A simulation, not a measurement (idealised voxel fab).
Process module in this document: voxel self aligned contacts
For reference, the cross-section in this document is cut, with width 180 nm and square cells of 5 nm.
Notation: cross-section as square-cell grid; stated in bands, top first, going down; one or more cell rows per band. A band entry consists of two parts. The first gives the height of the band's top and the height of its bottom, in nm. The rest lists the band's materials from left to right, each with its width in nm. A single material labelled with the word "throughout" fills the band from edge to edge, and the word "empty" marks empty space. Where do heights start? At 0: under that level the wafer as delivered is made of one material only. And the lowest band has no floor; it just carries on downward, as in "0 nm and below". Width spec "30..40" -> top row of cells at first value, bottom row at second value, equal per-row change in between. What does "left unchanged" mean for a step? It means no cell of the cross-section changed in that step. If an empty space has no open way to the top and is at least 8 cells in size, "Closed cavity list" lists it, written width x height at distance, where distance is measured from the left edge and every value is in nm. Read whatever lies past the settings on a step's line as the simulator's own remark about the step. "overlay nm" denotes, for a step that has a mask, the displacement of the mask to the right of its planned place, with negative values corresponding to the left. If you're wondering how to read the rest of this, here's the deal. It's pairs of cross-sections: one from before a process step, one from after it. The after one is only drawn as far down as the lowest band that changed. Right under each pair you'll see which step sits between them and what its settings were. Don't read the pairs as one continuous story, though. They can come from different runs of this module on the same starting wafer, and a pair only carries on from the one above it where its entry headed "Pre-processing view" says so.

PRE-PROCESSING VIEW
  0 nm and below | Si throughout
  Closed cavity list: none

POST-STEP SECTION VIEW
  5 nm to 0 nm | SiO2 throughout
  For the remainder of the cross-section, below 0, there is no change.
  Closed cavity list: none
The step carried out between the cross-section before it and the cross-section after it, both shown above, is CONFORMAL_DEP: material SiO2, thk nm 5

Pre-processing view: The cross-section prior to this step is the one presented after the step of the pair immediately above.

POST-STEP SECTION VIEW
  25 nm to 5 nm | polySi throughout
  For the remainder of the cross-section, below 5, there is no change.
  Closed cavity list: none
The step carried out between the cross-section before it and the cross-section after it, both shown above, is DIRECTIONAL_DEP: material polySi, thk nm 20

Pre-processing view: The cross-section prior to this step is the one presented after the step of the pair immediately above.

POST-STEP SECTION VIEW
  40 nm to 25 nm | SiN throughout
  For the remainder of the cross-section, below 25, there is no change.
  Closed cavity list: none
The step carried out between the cross-section before it and the cross-section after it, both shown above, is DIRECTIONAL_DEP: material SiN, thk nm 15

Pre-processing view: The cross-section prior to this step is the one presented after the step of the pair immediately above.

POST-STEP SECTION VIEW
  60 nm to 40 nm | 45 nm empty; 30 nm resist; 30 nm empty; 30 nm resist; 45 nm empty
  For the remainder of the cross-section, below 40, there is no change.
  Closed cavity list: none
The step carried out between the cross-section before it and the cross-section after it, both shown above, is PATTERN: tone cover, mask id GATE, material resist, width nm 30, pitch nm 60, thk nm 20, overlay nm 0

Pre-processing view: The cross-section prior to this step is the one presented after the step of the pair immediately above.

POST-STEP SECTION VIEW
  60 nm to 40 nm | 45 nm empty; 30 nm resist; 30 nm empty; 30 nm resist; 45 nm empty
  40 nm to 25 nm | 45 nm empty; 30 nm SiN; 30 nm empty; 30 nm SiN; 45 nm empty
  For the remainder of the cross-section, below 25, there is no change.
  Closed cavity list: none
The step carried out between the cross-section before it and the cross-section after it, both shown above, is DIRECTIONAL_ETCH: etch materials SiN, depth nm 15

Pre-processing view: The cross-section prior to this step is the one presented after the step of the pair immediately above.

POST-STEP SECTION VIEW
  60 nm to 40 nm | 45 nm empty; 30 nm resist; 30 nm empty; 30 nm resist; 45 nm empty
  40 nm to 25 nm | 45 nm empty; 30 nm SiN; 30 nm empty; 30 nm SiN; 45 nm empty
  25 nm to 5 nm | 45 nm empty; 30 nm polySi; 30 nm empty; 30 nm polySi; 45 nm empty
  For the remainder of the cross-section, below 5, there is no change.
  Closed cavity list: none
The step carried out between the cross-section before it and the cross-section after it, both shown above, is DIRECTIONAL_ETCH: etch materials polySi, depth nm 20

Pre-processing view: The cross-section prior to this step is the one presented after the step of the pair immediately above.

POST-STEP SECTION VIEW
  40 nm to 25 nm | 45 nm empty; 30 nm SiN; 30 nm empty; 30 nm SiN; 45 nm empty
  For the remainder of the cross-section, below 25, there is no change.
  Closed cavity list: none
The step carried out between the cross-section before it and the cross-section after it, both shown above, is STRIP: etch materials resist

Pre-processing view: The cross-section prior to this step is the one presented after the step of the pair immediately above.

POST-STEP SECTION VIEW
  45 nm to 25 nm | 40 nm empty; 40 nm SiN; 20 nm empty; 40 nm SiN; 40 nm empty
  25 nm to 10 nm | 40 nm empty; 5 nm SiN; 30 nm polySi; 5 nm SiN; 20 nm empty; 5 nm SiN; 30 nm polySi; 5 nm SiN; 40 nm empty
  10 nm to 5 nm | 45 nm SiN; 30 nm polySi; 30 nm SiN; 30 nm polySi; 45 nm SiN
  For the remainder of the cross-section, below 5, there is no change.
  Closed cavity list: none
The step carried out between the cross-section before it and the cross-section after it, both shown above, is CONFORMAL_DEP: material SiN, thk nm 5

Pre-processing view: The cross-section prior to this step is the one presented after the step of the pair immediately above.

POST-STEP SECTION VIEW
  40 nm to 25 nm | 40 nm empty; 40 nm SiN; 20 nm empty; 40 nm SiN; 40 nm empty
  25 nm to 5 nm | 40 nm empty; 5 nm SiN; 30 nm polySi; 5 nm SiN; 20 nm empty; 5 nm SiN; 30 nm polySi; 5 nm SiN; 40 nm empty
  For the remainder of the cross-section, below 5, there is no change.
  Closed cavity list: none
The step carried out between the cross-section before it and the cross-section after it, both shown above, is DIRECTIONAL_ETCH: etch materials SiN, depth nm 5

Pre-processing view: The cross-section prior to this step is the one presented after the step of the pair immediately above.

POST-STEP SECTION VIEW
  55 nm to 40 nm | SiO2 throughout
  40 nm to 25 nm | 40 nm SiO2; 40 nm SiN; 20 nm SiO2; 40 nm SiN; 40 nm SiO2
  25 nm to 5 nm | 40 nm SiO2; 5 nm SiN; 30 nm polySi; 5 nm SiN; 20 nm SiO2; 5 nm SiN; 30 nm polySi; 5 nm SiN; 40 nm SiO2
  For the remainder of the cross-section, below 5, there is no change.
  Closed cavity list: none
The step carried out between the cross-section before it and the cross-section after it, both shown above, is FILL_DEP: material SiO2, thk nm 15

Pre-processing view: The cross-section prior to this step is the one presented after the step of the pair immediately above.

POST-STEP SECTION VIEW
  50 nm to 40 nm | SiO2 throughout
  For the remainder of the cross-section, below 40, there is no change.
  Closed cavity list: none
The step carried out between the cross-section before it and the cross-section after it, both shown above, is CMP: height nm 50

Pre-processing view: The cross-section prior to this step is the one presented after the step of the pair immediately above.

POST-STEP SECTION VIEW
  65 nm to 50 nm | 70 nm resist; 40 nm empty; 70 nm resist
  For the remainder of the cross-section, below 50, there is no change.
  Closed cavity list: none
The step carried out between the cross-section before it and the cross-section after it, both shown above, is PATTERN: tone open, mask id CONTACT, material resist, width nm 40, thk nm 15, overlay nm 0

Pre-processing view: The cross-section prior to this step is the one presented after the step of the pair immediately above.

POST-STEP SECTION VIEW
  65 nm to 50 nm | 70 nm resist; 40 nm empty; 70 nm resist
  50 nm to 40 nm | 70 nm SiO2; 40 nm empty; 70 nm SiO2
  40 nm to 25 nm | 40 nm SiO2; 40 nm SiN; 20 nm empty; 40 nm SiN; 40 nm SiO2
  25 nm to 5 nm | 40 nm SiO2; 5 nm SiN; 30 nm polySi; 5 nm SiN; 20 nm empty; 5 nm SiN; 30 nm polySi; 5 nm SiN; 40 nm SiO2
  5 nm to 0 nm | 80 nm SiO2; 20 nm empty; 80 nm SiO2
  For the remainder of the cross-section, below 0, there is no change.
  Closed cavity list: none
The step carried out between the cross-section before it and the cross-section after it, both shown above, is DIRECTIONAL_ETCH: etch materials SiO2, depth nm 50

Pre-processing view: The cross-section prior to this step is the one presented after the step of the pair immediately above.

POST-STEP SECTION VIEW
  50 nm to 40 nm | 70 nm SiO2; 40 nm empty; 70 nm SiO2
  For the remainder of the cross-section, below 40, there is no change.
  Closed cavity list: none
The step carried out between the cross-section before it and the cross-section after it, both shown above, is STRIP: etch materials resist

Pre-processing view: The cross-section prior to this step is the one presented after the step of the pair immediately above.

POST-STEP SECTION VIEW
  55 nm to 50 nm | 75 nm TiN; 30 nm empty; 75 nm TiN
  50 nm to 40 nm | 70 nm SiO2; 5..15 nm TiN; 30..10 nm empty; 5..15 nm TiN; 70 nm SiO2
  40 nm to 25 nm | 40 nm SiO2; 40 nm SiN; 5 nm TiN; 10 nm empty; 5 nm TiN; 40 nm SiN; 40 nm SiO2
  25 nm to 5 nm | 40 nm SiO2; 5 nm SiN; 30 nm polySi; 5 nm SiN; 5 nm TiN; 10 nm empty; 5 nm TiN; 5 nm SiN; 30 nm polySi; 5 nm SiN; 40 nm SiO2
  5 nm to 0 nm | 80 nm SiO2; 20 nm TiN; 80 nm SiO2
  For the remainder of the cross-section, below 0, there is no change.
  Closed cavity list: none
The step carried out between the cross-section before it and the cross-section after it, both shown above, is CONFORMAL_DEP: material TiN, thk nm 5

Pre-processing view: The cross-section prior to this step is the one presented after the step of the pair immediately above.

POST-STEP SECTION VIEW
  65 nm to 55 nm | Ru throughout
  55 nm to 50 nm | 75 nm TiN; 30 nm Ru; 75 nm TiN
  50 nm to 40 nm | 70 nm SiO2; 5..15 nm TiN; 30..10 nm Ru; 5..15 nm TiN; 70 nm SiO2
  40 nm to 25 nm | 40 nm SiO2; 40 nm SiN; 5 nm TiN; 10 nm Ru; 5 nm TiN; 40 nm SiN; 40 nm SiO2
  25 nm to 5 nm | 40 nm SiO2; 5 nm SiN; 30 nm polySi; 5 nm SiN; 5 nm TiN; 10 nm Ru; 5 nm TiN; 5 nm SiN; 30 nm polySi; 5 nm SiN; 40 nm SiO2
  For the remainder of the cross-section, below 5, there is no change.
  Closed cavity list: none
The step carried out between the cross-section before it and the cross-section after it, both shown above, is FILL_DEP: material Ru, thk nm 10

Pre-processing view: The cross-section prior to this step is the one presented after the step of the pair immediately above.

POST-STEP SECTION VIEW
  50 nm to 40 nm | 70 nm SiO2; 5..15 nm TiN; 30..10 nm Ru; 5..15 nm TiN; 70 nm SiO2
  For the remainder of the cross-section, below 40, there is no change.
  Closed cavity list: none
The step carried out between the cross-section before it and the cross-section after it, both shown above, is CMP: height nm 50

Pre-processing view: The cross-section prior to this step is the one presented after the step of the pair immediately above.

POST-STEP SECTION VIEW
  55 nm to 50 nm | SiN throughout
  For the remainder of the cross-section, below 50, there is no change.
  Closed cavity list: none
The step carried out between the cross-section before it and the cross-section after it, both shown above, is CONFORMAL_DEP: material SiN, thk nm 5

PRE-PROCESSING VIEW
  65 nm to 55 nm | Ru throughout
  55 nm to 50 nm | 75 nm TiN; 30 nm Ru; 75 nm TiN
  50 nm to 40 nm | 70 nm SiO2; 5..15 nm TiN; 30..10 nm Ru; 5..15 nm TiN; 70 nm SiO2
  40 nm to 25 nm | 40 nm SiO2; 40 nm SiN; 5 nm TiN; 10 nm Ru; 5 nm TiN; 40 nm SiN; 40 nm SiO2
  25 nm to 5 nm | 40 nm SiO2; 5 nm SiN; 30 nm polySi; 5 nm SiN; 5 nm TiN; 10 nm Ru; 5 nm TiN; 5 nm SiN; 30 nm polySi; 5 nm SiN; 40 nm SiO2
  5 nm to 0 nm | 80 nm SiO2; 20 nm TiN; 80 nm SiO2
  0 nm and below | Si throughout
  Closed cavity list: none

POST-STEP SECTION VIEW
  70 nm to 65 nm | SiN throughout
  For the remainder of the cross-section, below 65, there is no change.
  Closed cavity list: none
The step carried out between the cross-section before it and the cross-section after it, both shown above, is CONFORMAL_DEP: material SiN, thk nm 5

PRE-PROCESSING VIEW
  40 nm to 25 nm | SiN throughout
  25 nm to 5 nm | polySi throughout
  5 nm to 0 nm | SiO2 throughout
  0 nm and below | Si throughout
  Closed cavity list: none

POST-STEP SECTION VIEW
  55 nm to 25 nm | SiN throughout
  For the remainder of the cross-section, below 25, there is no change.
  Closed cavity list: none
The step carried out between the cross-section before it and the cross-section after it, both shown above, is DIRECTIONAL_DEP: material SiN, thk nm 15

Pre-processing view: The cross-section prior to this step is the one presented after the step of the pair immediately above.

POST-STEP SECTION VIEW
  75 nm to 55 nm | 45 nm empty; 30 nm resist; 30 nm empty; 30 nm resist; 45 nm empty
  For the remainder of the cross-section, below 55, there is no change.
  Closed cavity list: none
The step carried out between the cross-section before it and the cross-section after it, both shown above, is PATTERN: tone cover, mask id GATE, material resist, width nm 30, pitch nm 60, thk nm 20, overlay nm 0

Pre-processing view: The cross-section prior to this step is the one presented after the step of the pair immediately above.

POST-STEP SECTION VIEW
  75 nm to 55 nm | 45 nm empty; 30 nm resist; 30 nm empty; 30 nm resist; 45 nm empty
  55 nm to 40 nm | 45 nm empty; 30 nm SiN; 30 nm empty; 30 nm SiN; 45 nm empty
  For the remainder of the cross-section, below 40, there is no change.
  Closed cavity list: none
The step carried out between the cross-section before it and the cross-section after it, both shown above, is DIRECTIONAL_ETCH: etch materials SiN, depth nm 15

Pre-processing view: The cross-section prior to this step is the one presented after the step of the pair immediately above.

POST-STEP SECTION VIEW
  55 nm to 40 nm | 45 nm empty; 30 nm SiN; 30 nm empty; 30 nm SiN; 45 nm empty
  For the remainder of the cross-section, below 40, there is no change.
  Closed cavity list: none
The step carried out between the cross-section before it and the cross-section after it, both shown above, is STRIP: etch materials resist

Pre-processing view: The cross-section prior to this step is the one presented after the step of the pair immediately above.

POST-STEP SECTION VIEW
  60 nm to 45 nm | 40 nm empty; 40 nm SiN; 20 nm empty; 40 nm SiN; 40 nm empty
  45 nm to 25 nm | SiN throughout
  For the remainder of the cross-section, below 25, there is no change.
  Closed cavity list: none
The step carried out between the cross-section before it and the cross-section after it, both shown above, is CONFORMAL_DEP: material SiN, thk nm 5

Pre-processing view: The cross-section prior to this step is the one presented after the step of the pair immediately above.

POST-STEP SECTION VIEW
  55 nm to 40 nm | 40 nm empty; 40 nm SiN; 20 nm empty; 40 nm SiN; 40 nm empty
  For the remainder of the cross-section, below 40, there is no change.
  Closed cavity list: none
The step carried out between the cross-section before it and the cross-section after it, both shown above, is DIRECTIONAL_ETCH: etch materials SiN, depth nm 5

Pre-processing view: The cross-section prior to this step is the one presented after the step of the pair immediately above.

POST-STEP SECTION VIEW
  70 nm to 55 nm | SiO2 throughout
  55 nm to 40 nm | 40 nm SiO2; 40 nm SiN; 20 nm SiO2; 40 nm SiN; 40 nm SiO2
  For the remainder of the cross-section, below 40, there is no change.
  Closed cavity list: none
The step carried out between the cross-section before it and the cross-section after it, both shown above, is FILL_DEP: material SiO2, thk nm 15

Pre-processing view: The cross-section prior to this step is the one presented after the step of the pair immediately above.

POST-STEP SECTION VIEW
  50 nm to 40 nm | 40 nm SiO2; 40 nm SiN; 20 nm SiO2; 40 nm SiN; 40 nm SiO2
  For the remainder of the cross-section, below 40, there is no change.
  Closed cavity list: none
The step carried out between the cross-section before it and the cross-section after it, both shown above, is CMP: height nm 50

Pre-processing view: The cross-section prior to this step is the one presented after the step of the pair immediately above.

POST-STEP SECTION VIEW
  65 nm to 50 nm | 70 nm resist; 40 nm empty; 70 nm resist
  For the remainder of the cross-section, below 50, there is no change.
  Closed cavity list: none
The step carried out between the cross-section before it and the cross-section after it, both shown above, is PATTERN: tone open, mask id CONTACT, material resist, width nm 40, thk nm 15, overlay nm 0

Pre-processing view: The cross-section prior to this step is the one presented after the step of the pair immediately above.

POST-STEP SECTION VIEW
  65 nm to 50 nm | 70 nm resist; 40 nm empty; 70 nm resist
  50 nm to 40 nm | 40 nm SiO2; 40 nm SiN; 20 nm empty; 40 nm SiN; 40 nm SiO2
  For the remainder of the cross-section, below 40, there is no change.
  Closed cavity list: none
The step carried out between the cross-section before it and the cross-section after it, both shown above, is DIRECTIONAL_ETCH: etch materials SiO2, depth nm 50

Pre-processing view: The cross-section prior to this step is the one presented after the step of the pair immediately above.

POST-STEP SECTION VIEW
  50 nm to 40 nm | 40 nm SiO2; 40 nm SiN; 20 nm empty; 40 nm SiN; 40 nm SiO2
  For the remainder of the cross-section, below 40, there is no change.
  Closed cavity list: none
The step carried out between the cross-section before it and the cross-section after it, both shown above, is STRIP: etch materials resist

Pre-processing view: The cross-section prior to this step is the one presented after the step of the pair immediately above.

POST-STEP SECTION VIEW
  55 nm to 50 nm | 85 nm TiN; 10 nm empty; 85 nm TiN
  50 nm to 45 nm | 40 nm SiO2; 40 nm SiN; 5 nm TiN; 10 nm empty; 5 nm TiN; 40 nm SiN; 40 nm SiO2
  45 nm to 40 nm | 40 nm SiO2; 40 nm SiN; 20 nm TiN; 40 nm SiN; 40 nm SiO2
  For the remainder of the cross-section, below 40, there is no change.
  Closed cavity list: none
The step carried out between the cross-section before it and the cross-section after it, both shown above, is CONFORMAL_DEP: material TiN, thk nm 5

Pre-processing view: The cross-section prior to this step is the one presented after the step of the pair immediately above.

POST-STEP SECTION VIEW
  65 nm to 55 nm | Ru throughout
  55 nm to 50 nm | 85 nm TiN; 10 nm Ru; 85 nm TiN
  50 nm to 45 nm | 40 nm SiO2; 40 nm SiN; 5 nm TiN; 10 nm Ru; 5 nm TiN; 40 nm SiN; 40 nm SiO2
  For the remainder of the cross-section, below 45, there is no change.
  Closed cavity list: none
The step carried out between the cross-section before it and the cross-section after it, both shown above, is FILL_DEP: material Ru, thk nm 10

Pre-processing view: The cross-section prior to this step is the one presented after the step of the pair immediately above.

POST-STEP SECTION VIEW
  50 nm to 45 nm | 40 nm SiO2; 40 nm SiN; 5 nm TiN; 10 nm Ru; 5 nm TiN; 40 nm SiN; 40 nm SiO2
  For the remainder of the cross-section, below 45, there is no change.
  Closed cavity list: none
The step carried out between the cross-section before it and the cross-section after it, both shown above, is CMP: height nm 50

Pre-processing view: The cross-section prior to this step is the one presented after the step of the pair immediately above.

POST-STEP SECTION VIEW
  55 nm to 50 nm | SiN throughout
  For the remainder of the cross-section, below 50, there is no change.
  Closed cavity list: none
The step carried out between the cross-section before it and the cross-section after it, both shown above, is CONFORMAL_DEP: material SiN, thk nm 5

PRE-PROCESSING VIEW
  5 nm to 0 nm | SiO2 throughout
  0 nm and below | Si throughout
  Closed cavity list: none

POST-STEP SECTION VIEW
  20 nm to 5 nm | SiN throughout
  For the remainder of the cross-section, below 5, there is no change.
  Closed cavity list: none
The step carried out between the cross-section before it and the cross-section after it, both shown above, is DIRECTIONAL_DEP: material SiN, thk nm 15

Pre-processing view: The cross-section prior to this step is the one presented after the step of the pair immediately above.

POST-STEP SECTION VIEW
  40 nm to 20 nm | polySi throughout
  For the remainder of the cross-section, below 20, there is no change.
  Closed cavity list: none
The step carried out between the cross-section before it and the cross-section after it, both shown above, is DIRECTIONAL_DEP: material polySi, thk nm 20

Pre-processing view: The cross-section prior to this step is the one presented after the step of the pair immediately above.

POST-STEP SECTION VIEW
  60 nm to 40 nm | 45 nm empty; 30 nm resist; 30 nm empty; 30 nm resist; 45 nm empty
  For the remainder of the cross-section, below 40, there is no change.
  Closed cavity list: none
The step carried out between the cross-section before it and the cross-section after it, both shown above, is PATTERN: tone cover, mask id GATE, material resist, width nm 30, pitch nm 60, thk nm 20, overlay nm 0

Pre-processing view: The cross-section prior to this step is the one presented after the step of the pair immediately above.

POST-STEP SECTION VIEW
  60 nm to 40 nm | 45 nm empty; 30 nm resist; 30 nm empty; 30 nm resist; 45 nm empty
  40 nm to 20 nm | 45 nm empty; 30 nm polySi; 30 nm empty; 30 nm polySi; 45 nm empty
  For the remainder of the cross-section, below 20, there is no change.
  Closed cavity list: none
The step carried out between the cross-section before it and the cross-section after it, both shown above, is DIRECTIONAL_ETCH: etch materials polySi, depth nm 20

Pre-processing view: The cross-section prior to this step is the one presented after the step of the pair immediately above.

POST-STEP SECTION VIEW
  40 nm to 20 nm | 45 nm empty; 30 nm polySi; 30 nm empty; 30 nm polySi; 45 nm empty
  For the remainder of the cross-section, below 20, there is no change.
  Closed cavity list: none
The step carried out between the cross-section before it and the cross-section after it, both shown above, is STRIP: etch materials resist

Pre-processing view: The cross-section prior to this step is the one presented after the step of the pair immediately above.

POST-STEP SECTION VIEW
  45 nm to 40 nm | 40 nm empty; 40 nm SiN; 20 nm empty; 40 nm SiN; 40 nm empty
  40 nm to 25 nm | 40 nm empty; 5 nm SiN; 30 nm polySi; 5 nm SiN; 20 nm empty; 5 nm SiN; 30 nm polySi; 5 nm SiN; 40 nm empty
  25 nm to 20 nm | 45 nm SiN; 30 nm polySi; 30 nm SiN; 30 nm polySi; 45 nm SiN
  For the remainder of the cross-section, below 20, there is no change.
  Closed cavity list: none
The step carried out between the cross-section before it and the cross-section after it, both shown above, is CONFORMAL_DEP: material SiN, thk nm 5

Pre-processing view: The cross-section prior to this step is the one presented after the step of the pair immediately above.

POST-STEP SECTION VIEW
  40 nm to 20 nm | 40 nm empty; 5 nm SiN; 30 nm polySi; 5 nm SiN; 20 nm empty; 5 nm SiN; 30 nm polySi; 5 nm SiN; 40 nm empty
  For the remainder of the cross-section, below 20, there is no change.
  Closed cavity list: none
The step carried out between the cross-section before it and the cross-section after it, both shown above, is DIRECTIONAL_ETCH: etch materials SiN, depth nm 5

Pre-processing view: The cross-section prior to this step is the one presented after the step of the pair immediately above.

POST-STEP SECTION VIEW
  55 nm to 40 nm | SiO2 throughout
  40 nm to 20 nm | 40 nm SiO2; 5 nm SiN; 30 nm polySi; 5 nm SiN; 20 nm SiO2; 5 nm SiN; 30 nm polySi; 5 nm SiN; 40 nm SiO2
  For the remainder of the cross-section, below 20, there is no change.
  Closed cavity list: none
The step carried out between the cross-section before it and the cross-section after it, both shown above, is FILL_DEP: material SiO2, thk nm 15

Pre-processing view: The cross-section prior to this step is the one presented after the step of the pair immediately above.

POST-STEP SECTION VIEW
  50 nm to 40 nm | SiO2 throughout
  For the remainder of the cross-section, below 40, there is no change.
  Closed cavity list: none
The step carried out between the cross-section before it and the cross-section after it, both shown above, is CMP: height nm 50

Pre-processing view: The cross-section prior to this step is the one presented after the step of the pair immediately above.

POST-STEP SECTION VIEW
  65 nm to 50 nm | 70 nm resist; 40 nm empty; 70 nm resist
  For the remainder of the cross-section, below 50, there is no change.
  Closed cavity list: none
The step carried out between the cross-section before it and the cross-section after it, both shown above, is PATTERN: tone open, mask id CONTACT, material resist, width nm 40, thk nm 15, overlay nm 0

Pre-processing view: The cross-section prior to this step is the one presented after the step of the pair immediately above.

POST-STEP SECTION VIEW
  65 nm to 50 nm | 70 nm resist; 40 nm empty; 70 nm resist
  50 nm to 40 nm | 70 nm SiO2; 40 nm empty; 70 nm SiO2
  40 nm to 20 nm | 40 nm SiO2; 5 nm SiN; 30 nm polySi; 5 nm SiN; 20 nm empty; 5 nm SiN; 30 nm polySi; 5 nm SiN; 40 nm SiO2
  For the remainder of the cross-section, below 20, there is no change.
  Closed cavity list: none
The step carried out between the cross-section before it and the cross-section after it, both shown above, is DIRECTIONAL_ETCH: etch materials SiO2, depth nm 50

Pre-processing view: The cross-section prior to this step is the one presented after the step of the pair immediately above.

POST-STEP SECTION VIEW
  50 nm to 40 nm | 70 nm SiO2; 40 nm empty; 70 nm SiO2
  For the remainder of the cross-section, below 40, there is no change.
  Closed cavity list: none
The step carried out between the cross-section before it and the cross-section after it, both shown above, is STRIP: etch materials resist

Pre-processing view: The cross-section prior to this step is the one presented after the step of the pair immediately above.

POST-STEP SECTION VIEW
  55 nm to 50 nm | 75 nm TiN; 30 nm empty; 75 nm TiN
  50 nm to 40 nm | 70 nm SiO2; 5..15 nm TiN; 30..10 nm empty; 5..15 nm TiN; 70 nm SiO2
  40 nm to 25 nm | 40 nm SiO2; 5 nm SiN; 30 nm polySi; 5 nm SiN; 5 nm TiN; 10 nm empty; 5 nm TiN; 5 nm SiN; 30 nm polySi; 5 nm SiN; 40 nm SiO2
  25 nm to 20 nm | 40 nm SiO2; 5 nm SiN; 30 nm polySi; 5 nm SiN; 20 nm TiN; 5 nm SiN; 30 nm polySi; 5 nm SiN; 40 nm SiO2
  For the remainder of the cross-section, below 20, there is no change.
  Closed cavity list: none
The step carried out between the cross-section before it and the cross-section after it, both shown above, is CONFORMAL_DEP: material TiN, thk nm 5

Pre-processing view: The cross-section prior to this step is the one presented after the step of the pair immediately above.

POST-STEP SECTION VIEW
  65 nm to 55 nm | Ru throughout
  55 nm to 50 nm | 75 nm TiN; 30 nm Ru; 75 nm TiN
  50 nm to 40 nm | 70 nm SiO2; 5..15 nm TiN; 30..10 nm Ru; 5..15 nm TiN; 70 nm SiO2
  40 nm to 25 nm | 40 nm SiO2; 5 nm SiN; 30 nm polySi; 5 nm SiN; 5 nm TiN; 10 nm Ru; 5 nm TiN; 5 nm SiN; 30 nm polySi; 5 nm SiN; 40 nm SiO2
  For the remainder of the cross-section, below 25, there is no change.
  Closed cavity list: none
The step carried out between the cross-section before it and the cross-section after it, both shown above, is FILL_DEP: material Ru, thk nm 10

Pre-processing view: The cross-section prior to this step is the one presented after the step of the pair immediately above.

POST-STEP SECTION VIEW
  50 nm to 40 nm | 70 nm SiO2; 5..15 nm TiN; 30..10 nm Ru; 5..15 nm TiN; 70 nm SiO2
  For the remainder of the cross-section, below 40, there is no change.
  Closed cavity list: none
The step carried out between the cross-section before it and the cross-section after it, both shown above, is CMP: height nm 50

Pre-processing view: The cross-section prior to this step is the one presented after the step of the pair immediately above.

POST-STEP SECTION VIEW
  55 nm to 50 nm | SiN throughout
  For the remainder of the cross-section, below 50, there is no change.
  Closed cavity list: none
The step carried out between the cross-section before it and the cross-section after it, both shown above, is CONFORMAL_DEP: material SiN, thk nm 5

PRE-PROCESSING VIEW
  65 nm to 50 nm | 70 nm resist; 40 nm empty; 70 nm resist
  50 nm to 40 nm | SiO2 throughout
  40 nm to 25 nm | 40 nm SiO2; 40 nm SiN; 20 nm SiO2; 40 nm SiN; 40 nm SiO2
  25 nm to 5 nm | 40 nm SiO2; 5 nm SiN; 30 nm polySi; 5 nm SiN; 20 nm SiO2; 5 nm SiN; 30 nm polySi; 5 nm SiN; 40 nm SiO2
  5 nm to 0 nm | SiO2 throughout
  0 nm and below | Si throughout
  Closed cavity list: none

POST-STEP SECTION VIEW
  65 nm to 50 nm | 70 nm resist; 40 nm empty; 70 nm resist
  50 nm to 40 nm | 70 nm SiO2; 40 nm empty; 70 nm SiO2
  40 nm to 25 nm | 40 nm SiO2; 40 nm SiN; 20 nm empty; 40 nm SiN; 40 nm SiO2
  25 nm to 10 nm | 40 nm SiO2; 5 nm SiN; 30 nm polySi; 5 nm SiN; 20 nm empty; 5 nm SiN; 30 nm polySi; 5 nm SiN; 40 nm SiO2
  For the remainder of the cross-section, below 10, there is no change.
  Closed cavity list: none
The step carried out between the cross-section before it and the cross-section after it, both shown above, is DIRECTIONAL_ETCH: etch materials SiO2, depth nm 40

Pre-processing view: The cross-section prior to this step is the one presented after the step of the pair immediately above.

POST-STEP SECTION VIEW
  50 nm to 40 nm | 70 nm SiO2; 40 nm empty; 70 nm SiO2
  For the remainder of the cross-section, below 40, there is no change.
  Closed cavity list: none
The step carried out between the cross-section before it and the cross-section after it, both shown above, is STRIP: etch materials resist

Pre-processing view: The cross-section prior to this step is the one presented after the step of the pair immediately above.

POST-STEP SECTION VIEW
  55 nm to 50 nm | 75 nm TiN; 30 nm empty; 75 nm TiN
  50 nm to 40 nm | 70 nm SiO2; 5..15 nm TiN; 30..10 nm empty; 5..15 nm TiN; 70 nm SiO2
  40 nm to 25 nm | 40 nm SiO2; 40 nm SiN; 5 nm TiN; 10 nm empty; 5 nm TiN; 40 nm SiN; 40 nm SiO2
  25 nm to 15 nm | 40 nm SiO2; 5 nm SiN; 30 nm polySi; 5 nm SiN; 5 nm TiN; 10 nm empty; 5 nm TiN; 5 nm SiN; 30 nm polySi; 5 nm SiN; 40 nm SiO2
  15 nm to 10 nm | 40 nm SiO2; 5 nm SiN; 30 nm polySi; 5 nm SiN; 20 nm TiN; 5 nm SiN; 30 nm polySi; 5 nm SiN; 40 nm SiO2
  For the remainder of the cross-section, below 10, there is no change.
  Closed cavity list: none
The step carried out between the cross-section before it and the cross-section after it, both shown above, is CONFORMAL_DEP: material TiN, thk nm 5

Pre-processing view: The cross-section prior to this step is the one presented after the step of the pair immediately above.

POST-STEP SECTION VIEW
  65 nm to 55 nm | Ru throughout
  55 nm to 50 nm | 75 nm TiN; 30 nm Ru; 75 nm TiN
  50 nm to 40 nm | 70 nm SiO2; 5..15 nm TiN; 30..10 nm Ru; 5..15 nm TiN; 70 nm SiO2
  40 nm to 25 nm | 40 nm SiO2; 40 nm SiN; 5 nm TiN; 10 nm Ru; 5 nm TiN; 40 nm SiN; 40 nm SiO2
  25 nm to 15 nm | 40 nm SiO2; 5 nm SiN; 30 nm polySi; 5 nm SiN; 5 nm TiN; 10 nm Ru; 5 nm TiN; 5 nm SiN; 30 nm polySi; 5 nm SiN; 40 nm SiO2
  For the remainder of the cross-section, below 15, there is no change.
  Closed cavity list: none
The step carried out between the cross-section before it and the cross-section after it, both shown above, is FILL_DEP: material Ru, thk nm 10

Pre-processing view: The cross-section prior to this step is the one presented after the step of the pair immediately above.

POST-STEP SECTION VIEW
  50 nm to 40 nm | 70 nm SiO2; 5..15 nm TiN; 30..10 nm Ru; 5..15 nm TiN; 70 nm SiO2
  For the remainder of the cross-section, below 40, there is no change.
  Closed cavity list: none
The step carried out between the cross-section before it and the cross-section after it, both shown above, is CMP: height nm 50

Pre-processing view: The cross-section prior to this step is the one presented after the step of the pair immediately above.

POST-STEP SECTION VIEW
  55 nm to 50 nm | SiN throughout
  For the remainder of the cross-section, below 50, there is no change.
  Closed cavity list: none
The step carried out between the cross-section before it and the cross-section after it, both shown above, is CONFORMAL_DEP: material SiN, thk nm 5

PRE-PROCESSING VIEW
  50 nm to 40 nm | SiO2 throughout
  40 nm to 25 nm | 40 nm SiO2; 40 nm SiN; 20 nm SiO2; 40 nm SiN; 40 nm SiO2
  25 nm to 5 nm | 40 nm SiO2; 5 nm SiN; 30 nm polySi; 5 nm SiN; 20 nm SiO2; 5 nm SiN; 30 nm polySi; 5 nm SiN; 40 nm SiO2
  5 nm to 0 nm | SiO2 throughout
  0 nm and below | Si throughout
  Closed cavity list: none

POST-STEP SECTION VIEW
  65 nm to 50 nm | 70 nm resist; 45 nm empty; 65 nm resist
  For the remainder of the cross-section, below 50, there is no change.
  Closed cavity list: none
The step carried out between the cross-section before it and the cross-section after it, both shown above, is PATTERN: tone open, mask id CONTACT, material resist, width nm 45, thk nm 15, overlay nm 0
